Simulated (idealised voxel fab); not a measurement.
process module | voxel transistor to metal
cross-section cut | 275 nm wide | cells 5 nm
A cross-section is a grid of square cells, given in bands from the top down. A band is one or more rows of cells.
Each band's line starts with the height of the band's top and of its bottom, in nm. Then come its materials from left to right, each with its width in nm. One material with "throughout" fills the band from edge to edge. "air" is empty space.
Height 0 is the level under which the wafer as received is all one material. The lowest band goes on downwards, as in "0 down".
A width such as "30 to 40" changes by the same amount from each row of cells to the next, from the band's top row to its bottom row.
"no change" after a step means that no cell of the cross-section changed.
closed voids: empty space of 8 cells or more with no open way to the top, each as width x height at its distance from the left edge, in nm
after a step's settings: what the simulator itself notes on the step
overlay nm, on a step with a mask: how far to the right of its planned place the mask lay; to the left if negative
plan
1 op RECEIVE | material Si
2 op CONFORMAL_DEP | material SiO2 | thk nm 5
3 op CONFORMAL_DEP | material SiN | thk nm 10
4 op PATTERN | tone cover | mask id ACTIVE | material resist | width nm 105 | pitch nm 125 | thk nm 20 | overlay nm 0
5 op DIRECTIONAL_ETCH | etch materials SiN | depth nm 10
6 op DIRECTIONAL_ETCH | etch materials SiO2 | depth nm 5
7 op DIRECTIONAL_ETCH | etch materials Si | depth nm 30
8 op STRIP | etch materials resist
9 op FILL_DEP | material SiO2 | thk nm 15
10 op CMP | height nm 15
11 op SELECTIVE_ETCH | etch materials SiO2 | depth nm 5
12 op STRIP | etch materials SiN
13 op SELECTIVE_ETCH | etch materials SiO2 | depth nm 5
14 op OXIDIZE | depth nm 5
15 op DIRECTIONAL_DEP | material polySi | thk nm 20
16 op DIRECTIONAL_DEP | material SiCN | thk nm 10
17 op PATTERN | tone cover | mask id GATE | material resist | width nm 25 | pitch nm 125 | thk nm 20 | overlay nm -15
18 op DIRECTIONAL_ETCH | etch materials SiCN | depth nm 20
19 op DIRECTIONAL_ETCH | etch materials polySi | depth nm 30
20 op STRIP | etch materials resist
21 op CONFORMAL_DEP | material SiN | thk nm 10
22 op DIRECTIONAL_ETCH | etch materials SiN | depth nm 10
23 op DIRECTIONAL_ETCH | etch materials SiO2 | depth nm 5
24 op DIRECTIONAL_ETCH | etch materials Si | depth nm 10
25 op EPI | material SiGe | thk nm 15
26 op FILL_DEP | material SiO2 | thk nm 5
27 op CMP | height nm 30
28 op DIRECTIONAL_DEP | material SiO2 | thk nm 15
29 op DIRECTIONAL_DEP | material aC | thk nm 10
30 op PATTERN | tone open | mask id CONTACT | material resist | width nm 30 | thk nm 25 | overlay nm 0
31 op DIRECTIONAL_ETCH | etch materials aC | depth nm 10
32 op STRIP | etch materials resist
33 op DIRECTIONAL_ETCH | etch materials SiO2 | depth nm 35
34 op STRIP | etch materials aC
35 op CONFORMAL_DEP | material TiN | thk nm 5
36 op FILL_DEP | material W | thk nm 5
37 op CMP | height nm 45
38 op CONFORMAL_DEP | material SiCN | thk nm 5
39 op DIRECTIONAL_DEP | material lowk | thk nm 15
40 op MASKED_ETCH | tone open | mask id METAL_1 | width nm 20 | etch materials lowk | depth nm 15 | overlay nm 0
41 op MASKED_ETCH | tone open | mask id METAL_1 | width nm 20 | etch materials SiCN | depth nm 5 | overlay nm 0
42 op CONFORMAL_DEP | material TiN | thk nm 5
43 op FILL_DEP | material Ru | thk nm 5
44 op CMP | height nm 65
45 op CONFORMAL_DEP | material SiN | thk nm 5
varied across the wafers: overlay nm of step 17. The plan shows the first wafer's value. All wafers start alike
first wafer as received, after step 1
  0 down: Si throughout
  closed voids: none
each wafer at the end: cells of each material gained (+) or lost (-) since it was received, then its closed voids
overlay nm -15 | +24 Ru | -160 Si | +59 SiCN | +96 SiGe | +111 SiN | +307 SiO2 | +112 TiN | +64 W | +117 lowk | +40 polySi | closed voids: none
overlay nm -10 | +24 Ru | -160 Si | +59 SiCN | +100 SiGe | +111 SiN | +295 SiO2 | +112 TiN | +72 W | +117 lowk | +40 polySi | closed voids: none
overlay nm -5 | +24 Ru | -160 Si | +59 SiCN | +104 SiGe | +111 SiN | +283 SiO2 | +112 TiN | +80 W | +117 lowk | +40 polySi | closed voids: none
overlay nm 0 | +24 Ru | -160 Si | +59 SiCN | +104 SiGe | +111 SiN | +283 SiO2 | +112 TiN | +80 W | +117 lowk | +40 polySi | closed voids: none
overlay nm 5 | +24 Ru | -160 Si | +59 SiCN | +104 SiGe | +111 SiN | +283 SiO2 | +112 TiN | +80 W | +117 lowk | +40 polySi | closed voids: none
overlay nm 10 | +24 Ru | -160 Si | +59 SiCN | +100 SiGe | +111 SiN | +295 SiO2 | +112 TiN | +72 W | +117 lowk | +40 polySi | closed voids: none
overlay nm 15 | +24 Ru | -160 Si | +59 SiCN | +96 SiGe | +111 SiN | +307 SiO2 | +112 TiN | +64 W | +117 lowk | +40 polySi | closed voids: none
